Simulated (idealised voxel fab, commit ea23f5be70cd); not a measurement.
process module | voxel tone inversion
cross-section cut | 180 nm wide | cells 5 nm
A cross-section is a grid of square cells, given in bands from the top down. A band is one or more rows of cells.
Each band's line starts with the height of the band's top and of its bottom, in nm. Then come its materials from left to right, each with its width in nm. One material with "throughout" fills the band from edge to edge. "air" is empty space.
Height 0 is the level under which the wafer as received is all one material. The lowest band goes on downwards, as in "0 down".
A width such as "30 to 40" changes by the same amount from each row of cells to the next, from the band's top row to its bottom row.
"no change" after a step means that no cell of the cross-section changed.
closed voids: empty space of 8 cells or more with no open way to the top, each as width x height at its distance from the left edge, in nm
after a step's settings: what the simulator itself notes on the step
overlay nm, on a step with a mask: how far to the right of its planned place the mask lay; to the left if negative
plan
1 op RECEIVE | material Si
2 op CONFORMAL_DEP | material SiCN | thk nm 5
3 op DIRECTIONAL_DEP | material aC | thk nm 15
4 op PATTERN | tone cover | mask id POSTS | material resist | width nm 15 | pitch nm 45 | thk nm 25 | overlay nm 0
5 op DIRECTIONAL_ETCH | etch materials aC | depth nm 15
6 op STRIP | etch materials resist
7 op FILL_DEP | material SiO2 | thk nm 10
8 op CMP | height nm 20
9 op STRIP | etch materials aC
first wafer, as planned
as received, after step 1
  0 down: Si throughout
  closed voids: none
after step 2
  5 to 0: SiCN throughout
  below 0: unchanged
after step 3
  20 to 5: aC throughout
  below 5: unchanged
after step 4
  45 to 20: air 60 | resist 15 | air 30 | resist 15 | air 60
  below 20: unchanged
after step 5
  30 to 20: air 60 | resist 15 | air 30 | resist 15 | air 60
  20 to 5: air 60 | aC 15 | air 30 | aC 15 | air 60
  below 5: unchanged
after step 6
  20 to 5: air 60 | aC 15 | air 30 | aC 15 | air 60
  below 5: unchanged
after step 7
  30 to 20: SiO2 throughout
  20 to 5: SiO2 60 | aC 15 | SiO2 30 | aC 15 | SiO2 60
  below 5: unchanged
after step 8
  20 to 5: SiO2 60 | aC 15 | SiO2 30 | aC 15 | SiO2 60
  below 5: unchanged
after step 9
  20 to 5: SiO2 60 | air 15 | SiO2 30 | air 15 | SiO2 60
  below 5: unchanged
second wafer: like start, like plan, one mistake. Through step 3 it matches the first wafer
when step 4 should have ended
  45 to 20: air 65 | resist 15 | air 30 | resist 15 | air 55
  below 20: unchanged
when step 5 should have ended
  30 to 20: air 65 | resist 15 | air 30 | resist 15 | air 55
  20 to 5: air 65 | aC 15 | air 30 | aC 15 | air 55
  below 5: unchanged
when step 6 should have ended
  20 to 5: air 65 | aC 15 | air 30 | aC 15 | air 55
  below 5: unchanged
when step 7 should have ended
  30 to 20: SiO2 throughout
  20 to 5: SiO2 65 | aC 15 | SiO2 30 | aC 15 | SiO2 55
  below 5: unchanged
when step 8 should have ended
  20 to 5: SiO2 65 | aC 15 | SiO2 30 | aC 15 | SiO2 55
  below 5: unchanged
when step 9 should have ended
  20 to 5: SiO2 65 | air 15 | SiO2 30 | air 15 | SiO2 55
  below 5: unchanged
what went wrong: step 4 ran as: op PATTERN | tone cover | mask id POSTS | material resist | width nm 15 | pitch nm 45 | thk nm 25 | overlay nm 5
at the end the second wafer has, in cells: as many of each material as the first, in other places
